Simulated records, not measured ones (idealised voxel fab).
Process module, titled voxel self aligned contacts
Displayed cross-section: cut, width of 260 nm, square cells sized 5 nm.
When this document writes out a cross-section, it uses a grid of square cells and lists it as bands, beginning at the top and moving down, with a band standing for one or more rows of cells. Quick guide to a band line: top height, bottom height (nm) up front; then every material left to right with its width in nm. Only one material and it's marked "all across"? Then it fills the band edge to edge. And "empty" just means empty space. Height reference: 0 = level under which incoming wafer is all one material. Lowest band: no bottom, runs on downward, e.g. "from 0 down". When a width is written as two numbers, as in "30->40", the first number is the width in the top row of cells of the band and the second is the width in its bottom row, and the width changes by the same amount from each row to the next. "nothing was modified" -> step changed no cross-section cell. Reported under the label "Trapped void list" are the empty spaces having no open way to the top and comprising 8 cells or more; the notation for each is width x height at distance, in which the distance is measured from the left edge and all three values are in nm. Past the settings on a step's line: simulator remark, on that step. The optional step-line setting "overlay nm" applies to steps with a mask and quantifies how far to the right of its planned location the mask lay, a negative value indicating leftward placement. Structure of the following material. The material consists of pairs of cross-sections. Each pair comprises the cross-section before one process step and the cross-section after that step, the latter shown only down to the lowest band that changed. The step between the cross-sections is specified beneath each pair, including its settings. Pairs are not necessarily consecutive: they may derive from different runs of this module performed on the same starting wafer. Continuity with the pair above is to be assumed only where the entry headed "Before-step section" of the pair in question states it.
BEFORE-STEP SECTION
* from 0 down | Si all across
* Trapped void list: none
STEP OUTCOME
* from 0 to -5 | SiO2 all across
* Under the height -5 nothing was changed.
* Trapped void list: none
What process step lies between the two cross-sections above? op OXIDIZE | depth nm 5
Before-step section: it's just the after picture from the pair right above this one.
STEP OUTCOME
* from 20 to 0 | polySi all across
* Under the height 0 nothing was changed.
* Trapped void list: none
What process step lies between the two cross-sections above? op DIRECTIONAL_DEP | material polySi | thk nm 20
Before-step section: it's just the after picture from the pair right above this one.
STEP OUTCOME
* from 40 to 20 | SiN all across
* Under the height 20 nothing was changed.
* Trapped void list: none
What process step lies between the two cross-sections above? op DIRECTIONAL_DEP | material SiN | thk nm 20
Before-step section: it's just the after picture from the pair right above this one.
STEP OUTCOME
* from 55 to 40 | empty 80 nm, then resist 35 nm, then empty 25 nm, then resist 35 nm, then empty 85 nm
* Under the height 40 nothing was changed.
* Trapped void list: none
What process step lies between the two cross-sections above? op PATTERN | tone cover | mask id GATE | material resist | width nm 35 | pitch nm 60 | thk nm 15 | overlay nm 0
Before-step section: it's just the after picture from the pair right above this one.
STEP OUTCOME
* from 55 to 40 | empty 80 nm, then resist 35 nm, then empty 25 nm, then resist 35 nm, then empty 85 nm
* from 40 to 20 | empty 80 nm, then SiN 35 nm, then empty 25 nm, then SiN 35 nm, then empty 85 nm
* Under the height 20 nothing was changed.
* Trapped void list: none
What process step lies between the two cross-sections above? op DIRECTIONAL_ETCH | etch materials SiN | depth nm 20
Before-step section: it's just the after picture from the pair right above this one.
STEP OUTCOME
* from 55 to 40 | empty 80 nm, then resist 35 nm, then empty 25 nm, then resist 35 nm, then empty 85 nm
* from 40 to 20 | empty 80 nm, then SiN 35 nm, then empty 25 nm, then SiN 35 nm, then empty 85 nm
* from 20 to 0 | empty 80 nm, then polySi 35 nm, then empty 25 nm, then polySi 35 nm, then empty 85 nm
* Under the height 0 nothing was changed.
* Trapped void list: none
What process step lies between the two cross-sections above? op DIRECTIONAL_ETCH | etch materials polySi | depth nm 20
Before-step section: it's just the after picture from the pair right above this one.
STEP OUTCOME
* from 40 to 20 | empty 80 nm, then SiN 35 nm, then empty 25 nm, then SiN 35 nm, then empty 85 nm
* Under the height 20 nothing was changed.
* Trapped void list: none
What process step lies between the two cross-sections above? op STRIP | etch materials resist
Before-step section: it's just the after picture from the pair right above this one.
STEP OUTCOME
* from 45 to 20 | empty 75 nm, then SiN 45 nm, then empty 15 nm, then SiN 45 nm, then empty 80 nm
* from 20 to 5 | empty 75 nm, then SiN 5 nm, then polySi 35 nm, then SiN 5 nm, then empty 15 nm, then SiN 5 nm, then polySi 35 nm, then SiN 5 nm, then empty 80 nm
* from 5 to 0 | SiN 80 nm, then polySi 35 nm, then SiN 25 nm, then polySi 35 nm, then SiN 85 nm
* Under the height 0 nothing was changed.
* Trapped void list: none
What process step lies between the two cross-sections above? op CONFORMAL_DEP | material SiN | thk nm 5
Before-step section: it's just the after picture from the pair right above this one.
STEP OUTCOME
* from 40 to 20 | empty 75 nm, then SiN 45 nm, then empty 15 nm, then SiN 45 nm, then empty 80 nm
* from 20 to 0 | empty 75 nm, then SiN 5 nm, then polySi 35 nm, then SiN 5 nm, then empty 15 nm, then SiN 5 nm, then polySi 35 nm, then SiN 5 nm, then empty 80 nm
* Under the height 0 nothing was changed.
* Trapped void list: none
What process step lies between the two cross-sections above? op DIRECTIONAL_ETCH | etch materials SiN | depth nm 5
Before-step section: it's just the after picture from the pair right above this one.
STEP OUTCOME
* from 55 to 40 | SiO2 all across
* from 40 to 20 | SiO2 75 nm, then SiN 45 nm, then SiO2 15 nm, then SiN 45 nm, then SiO2 80 nm
* from 20 to 0 | SiO2 75 nm, then SiN 5 nm, then polySi 35 nm, then SiN 5 nm, then SiO2 15 nm, then SiN 5 nm, then polySi 35 nm, then SiN 5 nm, then SiO2 80 nm
* Under the height 0 nothing was changed.
* Trapped void list: none
What process step lies between the two cross-sections above? op FILL_DEP | material SiO2 | thk nm 15
Before-step section: it's just the after picture from the pair right above this one.
STEP OUTCOME
* from 45 to 40 | SiO2 all across
* Under the height 40 nothing was changed.
* Trapped void list: none
What process step lies between the two cross-sections above? op CMP | height nm 45
Before-step section: it's just the after picture from the pair right above this one.
STEP OUTCOME
* from 60 to 45 | resist 105 nm, then empty 45 nm, then resist 110 nm
* Under the height 45 nothing was changed.
* Trapped void list: none
What process step lies between the two cross-sections above? op PATTERN | tone open | mask id CONTACT | material resist | width nm 45 | thk nm 15 | overlay nm 0
Before-step section: it's just the after picture from the pair right above this one.
STEP OUTCOME
* from 60 to 45 | resist 105 nm, then empty 45 nm, then resist 110 nm
* from 45 to 40 | SiO2 105 nm, then empty 45 nm, then SiO2 110 nm
* from 40 to 20 | SiO2 75 nm, then SiN 45 nm, then empty 15 nm, then SiN 45 nm, then SiO2 80 nm
* from 20 to 0 | SiO2 75 nm, then SiN 5 nm, then polySi 35 nm, then SiN 5 nm, then empty 15 nm, then SiN 5 nm, then polySi 35 nm, then SiN 5 nm, then SiO2 80 nm
* from 0 to -5 | SiO2 120 nm, then empty 15 nm, then SiO2 125 nm
* Under the height -5 nothing was changed.
* Trapped void list: none
What process step lies between the two cross-sections above? op DIRECTIONAL_ETCH | etch materials SiO2 | depth nm 50
Before-step section: it's just the after picture from the pair right above this one.
STEP OUTCOME
* from 45 to 40 | SiO2 105 nm, then empty 45 nm, then SiO2 110 nm
* Under the height 40 nothing was changed.
* Trapped void list: none
What process step lies between the two cross-sections above? op STRIP | etch materials resist
Before-step section: it's just the after picture from the pair right above this one.
STEP OUTCOME
* from 50 to 45 | TiN 110 nm, then empty 35 nm, then TiN 115 nm
* from 45 to 40 | SiO2 105 nm, then TiN 20 nm, then empty 5 nm, then TiN 20 nm, then SiO2 110 nm
* from 40 to 20 | SiO2 75 nm, then SiN 45 nm, then TiN 5 nm, then empty 5 nm, then TiN 5 nm, then SiN 45 nm, then SiO2 80 nm
* from 20 to 0 | SiO2 75 nm, then SiN 5 nm, then polySi 35 nm, then SiN 5 nm, then TiN 5 nm, then empty 5 nm, then TiN 5 nm, then SiN 5 nm, then polySi 35 nm, then SiN 5 nm, then SiO2 80 nm
* from 0 to -5 | SiO2 120 nm, then TiN 15 nm, then SiO2 125 nm
* Under the height -5 nothing was changed.
* Trapped void list: none
What process step lies between the two cross-sections above? op CONFORMAL_DEP | material TiN | thk nm 5
Before-step section: it's just the after picture from the pair right above this one.
STEP OUTCOME
* from 55 to 50 | Ru all across
* from 50 to 45 | TiN 110 nm, then Ru 35 nm, then TiN 115 nm
* from 45 to 40 | SiO2 105 nm, then TiN 20 nm, then Ru 5 nm, then TiN 20 nm, then SiO2 110 nm
* from 40 to 20 | SiO2 75 nm, then SiN 45 nm, then TiN 5 nm, then Ru 5 nm, then TiN 5 nm, then SiN 45 nm, then SiO2 80 nm
* from 20 to 0 | SiO2 75 nm, then SiN 5 nm, then polySi 35 nm, then SiN 5 nm, then TiN 5 nm, then Ru 5 nm, then TiN 5 nm, then SiN 5 nm, then polySi 35 nm, then SiN 5 nm, then SiO2 80 nm
* Under the height 0 nothing was changed.
* Trapped void list: none
What process step lies between the two cross-sections above? op FILL_DEP | material Ru | thk nm 5
Before-step section: it's just the after picture from the pair right above this one.
STEP OUTCOME
* from 45 to 40 | SiO2 105 nm, then TiN 20 nm, then Ru 5 nm, then TiN 20 nm, then SiO2 110 nm
* Under the height 40 nothing was changed.
* Trapped void list: none
What process step lies between the two cross-sections above? op CMP | height nm 45
Before-step section: it's just the after picture from the pair right above this one.
STEP OUTCOME
* from 50 to 45 | SiCN all across
* Under the height 45 nothing was changed.
* Trapped void list: none
What process step lies between the two cross-sections above? op CONFORMAL_DEP | material SiCN | thk nm 5
BEFORE-STEP SECTION
* from 0 down | Si all across
* Trapped void list: none
STEP OUTCOME
* from 20 to 0 | polySi all across
* Under the height 0 nothing was changed.
* Trapped void list: none
What process step lies between the two cross-sections above? op DIRECTIONAL_DEP | material polySi | thk nm 20
Before-step section: it's just the after picture from the pair right above this one.
STEP OUTCOME
* from 40 to 20 | SiN all across
* Under the height 20 nothing was changed.
* Trapped void list: none
What process step lies between the two cross-sections above? op DIRECTIONAL_DEP | material SiN | thk nm 20
Before-step section: it's just the after picture from the pair right above this one.
STEP OUTCOME
* from 55 to 40 | empty 80 nm, then resist 35 nm, then empty 25 nm, then resist 35 nm, then empty 85 nm
* Under the height 40 nothing was changed.
* Trapped void list: none
What process step lies between the two cross-sections above? op PATTERN | tone cover | mask id GATE | material resist | width nm 35 | pitch nm 60 | thk nm 15 | overlay nm 0
Before-step section: it's just the after picture from the pair right above this one.
STEP OUTCOME
* from 55 to 40 | empty 80 nm, then resist 35 nm, then empty 25 nm, then resist 35 nm, then empty 85 nm
* from 40 to 20 | empty 80 nm, then SiN 35 nm, then empty 25 nm, then SiN 35 nm, then empty 85 nm
* Under the height 20 nothing was changed.
* Trapped void list: none
What process step lies between the two cross-sections above? op DIRECTIONAL_ETCH | etch materials SiN | depth nm 20
Before-step section: it's just the after picture from the pair right above this one.
STEP OUTCOME
* from 55 to 40 | empty 80 nm, then resist 35 nm, then empty 25 nm, then resist 35 nm, then empty 85 nm
* from 40 to 20 | empty 80 nm, then SiN 35 nm, then empty 25 nm, then SiN 35 nm, then empty 85 nm
* from 20 to 0 | empty 80 nm, then polySi 35 nm, then empty 25 nm, then polySi 35 nm, then empty 85 nm
* Under the height 0 nothing was changed.
* Trapped void list: none
What process step lies between the two cross-sections above? op DIRECTIONAL_ETCH | etch materials polySi | depth nm 20
Before-step section: it's just the after picture from the pair right above this one.
STEP OUTCOME
* from 40 to 20 | empty 80 nm, then SiN 35 nm, then empty 25 nm, then SiN 35 nm, then empty 85 nm
* Under the height 20 nothing was changed.
* Trapped void list: none
What process step lies between the two cross-sections above? op STRIP | etch materials resist
Before-step section: it's just the after picture from the pair right above this one.
STEP OUTCOME
* from 45 to 20 | empty 75 nm, then SiN 45 nm, then empty 15 nm, then SiN 45 nm, then empty 80 nm
* from 20 to 5 | empty 75 nm, then SiN 5 nm, then polySi 35 nm, then SiN 5 nm, then empty 15 nm, then SiN 5 nm, then polySi 35 nm, then SiN 5 nm, then empty 80 nm
* from 5 to 0 | SiN 80 nm, then polySi 35 nm, then SiN 25 nm, then polySi 35 nm, then SiN 85 nm
* Under the height 0 nothing was changed.
* Trapped void list: none
What process step lies between the two cross-sections above? op CONFORMAL_DEP | material SiN | thk nm 5
Before-step section: it's just the after picture from the pair right above this one.
STEP OUTCOME
* from 40 to 20 | empty 75 nm, then SiN 45 nm, then empty 15 nm, then SiN 45 nm, then empty 80 nm
* from 20 to 0 | empty 75 nm, then SiN 5 nm, then polySi 35 nm, then SiN 5 nm, then empty 15 nm, then SiN 5 nm, then polySi 35 nm, then SiN 5 nm, then empty 80 nm
* Under the height 0 nothing was changed.
* Trapped void list: none
What process step lies between the two cross-sections above? op DIRECTIONAL_ETCH | etch materials SiN | depth nm 5
Before-step section: it's just the after picture from the pair right above this one.
STEP OUTCOME
* from 55 to 40 | SiO2 all across
* from 40 to 20 | SiO2 75 nm, then SiN 45 nm, then SiO2 15 nm, then SiN 45 nm, then SiO2 80 nm
* from 20 to 0 | SiO2 75 nm, then SiN 5 nm, then polySi 35 nm, then SiN 5 nm, then SiO2 15 nm, then SiN 5 nm, then polySi 35 nm, then SiN 5 nm, then SiO2 80 nm
* Under the height 0 nothing was changed.
* Trapped void list: none
What process step lies between the two cross-sections above? op FILL_DEP | material SiO2 | thk nm 15
Before-step section: it's just the after picture from the pair right above this one.
STEP OUTCOME
* from 45 to 40 | SiO2 all across
* Under the height 40 nothing was changed.
* Trapped void list: none
What process step lies between the two cross-sections above? op CMP | height nm 45
Before-step section: it's just the after picture from the pair right above this one.
STEP OUTCOME
* from 60 to 45 | resist 105 nm, then empty 45 nm, then resist 110 nm
* Under the height 45 nothing was changed.
* Trapped void list: none
What process step lies between the two cross-sections above? op PATTERN | tone open | mask id CONTACT | material resist | width nm 45 | thk nm 15 | overlay nm 0
Before-step section: it's just the after picture from the pair right above this one.
STEP OUTCOME
* from 60 to 45 | resist 105 nm, then empty 45 nm, then resist 110 nm
* from 45 to 40 | SiO2 105 nm, then empty 45 nm, then SiO2 110 nm
* from 40 to 20 | SiO2 75 nm, then SiN 45 nm, then empty 15 nm, then SiN 45 nm, then SiO2 80 nm
* from 20 to 0 | SiO2 75 nm, then SiN 5 nm, then polySi 35 nm, then SiN 5 nm, then empty 15 nm, then SiN 5 nm, then polySi 35 nm, then SiN 5 nm, then SiO2 80 nm
* Under the height 0 nothing was changed.
* Trapped void list: none
What process step lies between the two cross-sections above? op DIRECTIONAL_ETCH | etch materials SiO2 | depth nm 50
Before-step section: it's just the after picture from the pair right above this one.
STEP OUTCOME
* from 45 to 40 | SiO2 105 nm, then empty 45 nm, then SiO2 110 nm
* Under the height 40 nothing was changed.
* Trapped void list: none
What process step lies between the two cross-sections above? op STRIP | etch materials resist
Before-step section: it's just the after picture from the pair right above this one.
STEP OUTCOME
* from 50 to 45 | TiN 110 nm, then empty 35 nm, then TiN 115 nm
* from 45 to 40 | SiO2 105 nm, then TiN 20 nm, then empty 5 nm, then TiN 20 nm, then SiO2 110 nm
* from 40 to 20 | SiO2 75 nm, then SiN 45 nm, then TiN 5 nm, then empty 5 nm, then TiN 5 nm, then SiN 45 nm, then SiO2 80 nm
* from 20 to 5 | SiO2 75 nm, then SiN 5 nm, then polySi 35 nm, then SiN 5 nm, then TiN 5 nm, then empty 5 nm, then TiN 5 nm, then SiN 5 nm, then polySi 35 nm, then SiN 5 nm, then SiO2 80 nm
* from 5 to 0 | SiO2 75 nm, then SiN 5 nm, then polySi 35 nm, then SiN 5 nm, then TiN 15 nm, then SiN 5 nm, then polySi 35 nm, then SiN 5 nm, then SiO2 80 nm
* Under the height 0 nothing was changed.
* Trapped void list: none
What process step lies between the two cross-sections above? op CONFORMAL_DEP | material TiN | thk nm 5
Before-step section: it's just the after picture from the pair right above this one.
STEP OUTCOME
* from 55 to 50 | Ru all across
* from 50 to 45 | TiN 110 nm, then Ru 35 nm, then TiN 115 nm
* from 45 to 40 | SiO2 105 nm, then TiN 20 nm, then Ru 5 nm, then TiN 20 nm, then SiO2 110 nm
* from 40 to 20 | SiO2 75 nm, then SiN 45 nm, then TiN 5 nm, then Ru 5 nm, then TiN 5 nm, then SiN 45 nm, then SiO2 80 nm
* from 20 to 5 | SiO2 75 nm, then SiN 5 nm, then polySi 35 nm, then SiN 5 nm, then TiN 5 nm, then Ru 5 nm, then TiN 5 nm, then SiN 5 nm, then polySi 35 nm, then SiN 5 nm, then SiO2 80 nm
* Under the height 5 nothing was changed.
* Trapped void list: none
What process step lies between the two cross-sections above? op FILL_DEP | material Ru | thk nm 5
Before-step section: it's just the after picture from the pair right above this one.
STEP OUTCOME
* from 45 to 40 | SiO2 105 nm, then TiN 20 nm, then Ru 5 nm, then TiN 20 nm, then SiO2 110 nm
* Under the height 40 nothing was changed.
* Trapped void list: none
What process step lies between the two cross-sections above? op CMP | height nm 45
Before-step section: it's just the after picture from the pair right above this one.
STEP OUTCOME
* from 50 to 45 | SiCN all across
* Under the height 45 nothing was changed.
* Trapped void list: none
What process step lies between the two cross-sections above? op CONFORMAL_DEP | material SiCN | thk nm 5
BEFORE-STEP SECTION
* from 40 to 20 | SiN all across
* from 20 to 0 | polySi all across
* from 0 to -5 | SiO2 all across
* from -5 down | Si all across
* Trapped void list: none
STEP OUTCOME
* from 60 to 20 | SiN all across
* Under the height 20 nothing was changed.
* Trapped void list: none
What process step lies between the two cross-sections above? op DIRECTIONAL_DEP | material SiN | thk nm 20
Before-step section: it's just the after picture from the pair right above this one.
STEP OUTCOME
* from 75 to 60 | empty 80 nm, then resist 35 nm, then empty 25 nm, then resist 35 nm, then empty 85 nm
* Under the height 60 nothing was changed.
* Trapped void list: none
What process step lies between the two cross-sections above? op PATTERN | tone cover | mask id GATE | material resist | width nm 35 | pitch nm 60 | thk nm 15 | overlay nm 0
Before-step section: it's just the after picture from the pair right above this one.
STEP OUTCOME
* from 75 to 60 | empty 80 nm, then resist 35 nm, then empty 25 nm, then resist 35 nm, then empty 85 nm
* from 60 to 40 | empty 80 nm, then SiN 35 nm, then empty 25 nm, then SiN 35 nm, then empty 85 nm
* Under the height 40 nothing was changed.
* Trapped void list: none
What process step lies between the two cross-sections above? op DIRECTIONAL_ETCH | etch materials SiN | depth nm 20
Before-step section: it's just the after picture from the pair right above this one.
STEP OUTCOME
* from 60 to 40 | empty 80 nm, then SiN 35 nm, then empty 25 nm, then SiN 35 nm, then empty 85 nm
* Under the height 40 nothing was changed.
* Trapped void list: none
What process step lies between the two cross-sections above? op STRIP | etch materials resist
Before-step section: it's just the after picture from the pair right above this one.
STEP OUTCOME
* from 65 to 45 | empty 75 nm, then SiN 45 nm, then empty 15 nm, then SiN 45 nm, then empty 80 nm
* from 45 to 20 | SiN all across
* Under the height 20 nothing was changed.
* Trapped void list: none
What process step lies between the two cross-sections above? op CONFORMAL_DEP | material SiN | thk nm 5
Before-step section: it's just the after picture from the pair right above this one.
STEP OUTCOME
* from 60 to 40 | empty 75 nm, then SiN 45 nm, then empty 15 nm, then SiN 45 nm, then empty 80 nm
* Under the height 40 nothing was changed.
* Trapped void list: none
What process step lies between the two cross-sections above? op DIRECTIONAL_ETCH | etch materials SiN | depth nm 5
Before-step section: it's just the after picture from the pair right above this one.
STEP OUTCOME
* from 75 to 60 | SiO2 all across
* from 60 to 40 | SiO2 75 nm, then SiN 45 nm, then SiO2 15 nm, then SiN 45 nm, then SiO2 80 nm
* Under the height 40 nothing was changed.
* Trapped void list: none
What process step lies between the two cross-sections above? op FILL_DEP | material SiO2 | thk nm 15
Before-step section: it's just the after picture from the pair right above this one.
STEP OUTCOME
* from 45 to 40 | SiO2 75 nm, then SiN 45 nm, then SiO2 15 nm, then SiN 45 nm, then SiO2 80 nm
* Under the height 40 nothing was changed.
* Trapped void list: none
What process step lies between the two cross-sections above? op CMP | height nm 45
Before-step section: it's just the after picture from the pair right above this one.
STEP OUTCOME
* from 60 to 45 | resist 105 nm, then empty 45 nm, then resist 110 nm
* Under the height 45 nothing was changed.
* Trapped void list: none
What process step lies between the two cross-sections above? op PATTERN | tone open | mask id CONTACT | material resist | width nm 45 | thk nm 15 | overlay nm 0
Before-step section: it's just the after picture from the pair right above this one.
STEP OUTCOME
* from 60 to 45 | resist 105 nm, then empty 45 nm, then resist 110 nm
* from 45 to 40 | SiO2 75 nm, then SiN 45 nm, then empty 15 nm, then SiN 45 nm, then SiO2 80 nm
* Under the height 40 nothing was changed.
* Trapped void list: none
What process step lies between the two cross-sections above? op DIRECTIONAL_ETCH | etch materials SiO2 | depth nm 50
Before-step section: it's just the after picture from the pair right above this one.
STEP OUTCOME
* from 45 to 40 | SiO2 75 nm, then SiN 45 nm, then empty 15 nm, then SiN 45 nm, then SiO2 80 nm
* Under the height 40 nothing was changed.
* Trapped void list: none
What process step lies between the two cross-sections above? op STRIP | etch materials resist
Before-step section: it's just the after picture from the pair right above this one.
STEP OUTCOME
* from 50 to 45 | TiN 125 nm, then empty 5 nm, then TiN 130 nm
* from 45 to 40 | SiO2 75 nm, then SiN 45 nm, then TiN 15 nm, then SiN 45 nm, then SiO2 80 nm
* Under the height 40 nothing was changed.
* Trapped void list: none
What process step lies between the two cross-sections above? op CONFORMAL_DEP | material TiN | thk nm 5
Before-step section: it's just the after picture from the pair right above this one.
STEP OUTCOME
* from 55 to 50 | Ru all across
* from 50 to 45 | TiN 125 nm, then Ru 5 nm, then TiN 130 nm
* Under the height 45 nothing was changed.
* Trapped void list: none
What process step lies between the two cross-sections above? op FILL_DEP | material Ru | thk nm 5
Before-step section: it's just the after picture from the pair right above this one.
STEP OUTCOME
* from 45 to 40 | SiO2 75 nm, then SiN 45 nm, then TiN 15 nm, then SiN 45 nm, then SiO2 80 nm
* Under the height 40 nothing was changed.
* Trapped void list: none
What process step lies between the two cross-sections above? op CMP | height nm 45
Before-step section: it's just the after picture from the pair right above this one.
STEP OUTCOME
* from 50 to 45 | SiCN all across
* Under the height 45 nothing was changed.
* Trapped void list: none
What process step lies between the two cross-sections above? op CONFORMAL_DEP | material SiCN | thk nm 5
BEFORE-STEP SECTION
* from 20 to 0 | polySi all across
* from 0 down | Si all across
* Trapped void list: none
STEP OUTCOME
* from 20 to 15 | SiO2 all across
* Under the height 15 nothing was changed.
* Trapped void list: none
What process step lies between the two cross-sections above? op OXIDIZE | depth nm 5
Before-step section: it's just the after picture from the pair right above this one.
STEP OUTCOME
* from 40 to 20 | SiN all across
* Under the height 20 nothing was changed.
* Trapped void list: none
What process step lies between the two cross-sections above? op DIRECTIONAL_DEP | material SiN | thk nm 20
Before-step section: it's just the after picture from the pair right above this one.
STEP OUTCOME
* from 55 to 40 | empty 80 nm, then resist 35 nm, then empty 25 nm, then resist 35 nm, then empty 85 nm
* Under the height 40 nothing was changed.
* Trapped void list: none
What process step lies between the two cross-sections above? op PATTERN | tone cover | mask id GATE | material resist | width nm 35 | pitch nm 60 | thk nm 15 | overlay nm 0
Before-step section: it's just the after picture from the pair right above this one.
STEP OUTCOME
* from 55 to 40 | empty 80 nm, then resist 35 nm, then empty 25 nm, then resist 35 nm, then empty 85 nm
* from 40 to 20 | empty 80 nm, then SiN 35 nm, then empty 25 nm, then SiN 35 nm, then empty 85 nm
* Under the height 20 nothing was changed.
* Trapped void list: none
What process step lies between the two cross-sections above? op DIRECTIONAL_ETCH | etch materials SiN | depth nm 20
Before-step section: it's just the after picture from the pair right above this one.
STEP OUTCOME
* from 40 to 20 | empty 80 nm, then SiN 35 nm, then empty 25 nm, then SiN 35 nm, then empty 85 nm
* Under the height 20 nothing was changed.
* Trapped void list: none
What process step lies between the two cross-sections above? op STRIP | etch materials resist
Before-step section: it's just the after picture from the pair right above this one.
STEP OUTCOME
* from 45 to 25 | empty 75 nm, then SiN 45 nm, then empty 15 nm, then SiN 45 nm, then empty 80 nm
* from 25 to 20 | SiN all across
* Under the height 20 nothing was changed.
* Trapped void list: none
What process step lies between the two cross-sections above? op CONFORMAL_DEP | material SiN | thk nm 5
Before-step section: it's just the after picture from the pair right above this one.
STEP OUTCOME
* from 40 to 20 | empty 75 nm, then SiN 45 nm, then empty 15 nm, then SiN 45 nm, then empty 80 nm
* Under the height 20 nothing was changed.
* Trapped void list: none
What process step lies between the two cross-sections above? op DIRECTIONAL_ETCH | etch materials SiN | depth nm 5
Before-step section: it's just the after picture from the pair right above this one.
STEP OUTCOME
* from 55 to 40 | SiO2 all across
* from 40 to 20 | SiO2 75 nm, then SiN 45 nm, then SiO2 15 nm, then SiN 45 nm, then SiO2 80 nm
* Under the height 20 nothing was changed.
* Trapped void list: none
What process step lies between the two cross-sections above? op FILL_DEP | material SiO2 | thk nm 15
Before-step section: it's just the after picture from the pair right above this one.
STEP OUTCOME
* from 45 to 40 | SiO2 all across
* Under the height 40 nothing was changed.
* Trapped void list: none
What process step lies between the two cross-sections above? op CMP | height nm 45
Before-step section: it's just the after picture from the pair right above this one.
STEP OUTCOME
* from 60 to 45 | resist 105 nm, then empty 45 nm, then resist 110 nm
* Under the height 45 nothing was changed.
* Trapped void list: none
What process step lies between the two cross-sections above? op PATTERN | tone open | mask id CONTACT | material resist | width nm 45 | thk nm 15 | overlay nm 0
Before-step section: it's just the after picture from the pair right above this one.
STEP OUTCOME
* from 60 to 45 | resist 105 nm, then empty 45 nm, then resist 110 nm
* from 45 to 40 | SiO2 105 nm, then empty 45 nm, then SiO2 110 nm
* from 40 to 20 | SiO2 75 nm, then SiN 45 nm, then empty 15 nm, then SiN 45 nm, then SiO2 80 nm
* from 20 to 15 | SiO2 120 nm, then empty 15 nm, then SiO2 125 nm
* Under the height 15 nothing was changed.
* Trapped void list: none
What process step lies between the two cross-sections above? op DIRECTIONAL_ETCH | etch materials SiO2 | depth nm 50
Before-step section: it's just the after picture from the pair right above this one.
STEP OUTCOME
* from 45 to 40 | SiO2 105 nm, then empty 45 nm, then SiO2 110 nm
* Under the height 40 nothing was changed.
* Trapped void list: none
What process step lies between the two cross-sections above? op STRIP | etch materials resist
Before-step section: it's just the after picture from the pair right above this one.
STEP OUTCOME
* from 50 to 45 | TiN 110 nm, then empty 35 nm, then TiN 115 nm
* from 45 to 40 | SiO2 105 nm, then TiN 20 nm, then empty 5 nm, then TiN 20 nm, then SiO2 110 nm
* from 40 to 20 | SiO2 75 nm, then SiN 45 nm, then TiN 5 nm, then empty 5 nm, then TiN 5 nm, then SiN 45 nm, then SiO2 80 nm
* from 20 to 15 | SiO2 120 nm, then TiN 15 nm, then SiO2 125 nm
* Under the height 15 nothing was changed.
* Trapped void list: none
What process step lies between the two cross-sections above? op CONFORMAL_DEP | material TiN | thk nm 5
Before-step section: it's just the after picture from the pair right above this one.
STEP OUTCOME
* from 55 to 50 | Ru all across
* from 50 to 45 | TiN 110 nm, then Ru 35 nm, then TiN 115 nm
* from 45 to 40 | SiO2 105 nm, then TiN 20 nm, then Ru 5 nm, then TiN 20 nm, then SiO2 110 nm
* from 40 to 20 | SiO2 75 nm, then SiN 45 nm, then TiN 5 nm, then Ru 5 nm, then TiN 5 nm, then SiN 45 nm, then SiO2 80 nm
* Under the height 20 nothing was changed.
* Trapped void list: none
What process step lies between the two cross-sections above? op FILL_DEP | material Ru | thk nm 5
Before-step section: it's just the after picture from the pair right above this one.
STEP OUTCOME
* from 45 to 40 | SiO2 105 nm, then TiN 20 nm, then Ru 5 nm, then TiN 20 nm, then SiO2 110 nm
* Under the height 40 nothing was changed.
* Trapped void list: none
What process step lies between the two cross-sections above? op CMP | height nm 45
Before-step section: it's just the after picture from the pair right above this one.
STEP OUTCOME
* from 50 to 45 | SiCN all across
* Under the height 45 nothing was changed.
* Trapped void list: none
What process step lies between the two cross-sections above? op CONFORMAL_DEP | material SiCN | thk nm 5
BEFORE-STEP SECTION
* from 0 to -5 | SiO2 all across
* from -5 down | Si all across
* Trapped void list: none
STEP OUTCOME
* from 30 to 0 | polySi all across
* Under the height 0 nothing was changed.
* Trapped void list: none
What process step lies between the two cross-sections above? op DIRECTIONAL_DEP | material polySi | thk nm 30
Before-step section: it's just the after picture from the pair right above this one.
STEP OUTCOME
* from 50 to 30 | SiN all across
* Under the height 30 nothing was changed.
* Trapped void list: none
What process step lies between the two cross-sections above? op DIRECTIONAL_DEP | material SiN | thk nm 20
Before-step section: it's just the after picture from the pair right above this one.
STEP OUTCOME
* from 65 to 50 | empty 80 nm, then resist 35 nm, then empty 25 nm, then resist 35 nm, then empty 85 nm
* Under the height 50 nothing was changed.
* Trapped void list: none
What process step lies between the two cross-sections above? op PATTERN | tone cover | mask id GATE | material resist | width nm 35 | pitch nm 60 | thk nm 15 | overlay nm 0
Before-step section: it's just the after picture from the pair right above this one.
STEP OUTCOME
* from 65 to 50 | empty 80 nm, then resist 35 nm, then empty 25 nm, then resist 35 nm, then empty 85 nm
* from 50 to 30 | empty 80 nm, then SiN 35 nm, then empty 25 nm, then SiN 35 nm, then empty 85 nm
* Under the height 30 nothing was changed.
* Trapped void list: none
What process step lies between the two cross-sections above? op DIRECTIONAL_ETCH | etch materials SiN | depth nm 20
Before-step section: it's just the after picture from the pair right above this one.
STEP OUTCOME
* from 65 to 50 | empty 80 nm, then resist 35 nm, then empty 25 nm, then resist 35 nm, then empty 85 nm
* from 50 to 30 | empty 80 nm, then SiN 35 nm, then empty 25 nm, then SiN 35 nm, then empty 85 nm
* from 30 to 10 | empty 80 nm, then polySi 35 nm, then empty 25 nm, then polySi 35 nm, then empty 85 nm
* Under the height 10 nothing was changed.
* Trapped void list: none
What process step lies between the two cross-sections above? op DIRECTIONAL_ETCH | etch materials polySi | depth nm 20
Before-step section: it's just the after picture from the pair right above this one.
STEP OUTCOME
* from 50 to 30 | empty 80 nm, then SiN 35 nm, then empty 25 nm, then SiN 35 nm, then empty 85 nm
* Under the height 30 nothing was changed.
* Trapped void list: none
What process step lies between the two cross-sections above? op STRIP | etch materials resist
Before-step section: it's just the after picture from the pair right above this one.
STEP OUTCOME
* from 55 to 30 | empty 75 nm, then SiN 45 nm, then empty 15 nm, then SiN 45 nm, then empty 80 nm
* from 30 to 15 | empty 75 nm, then SiN 5 nm, then polySi 35 nm, then SiN 5 nm, then empty 15 nm, then SiN 5 nm, then polySi 35 nm, then SiN 5 nm, then empty 80 nm
* from 15 to 10 | SiN 80 nm, then polySi 35 nm, then SiN 25 nm, then polySi 35 nm, then SiN 85 nm
* Under the height 10 nothing was changed.
* Trapped void list: none
What process step lies between the two cross-sections above? op CONFORMAL_DEP | material SiN | thk nm 5
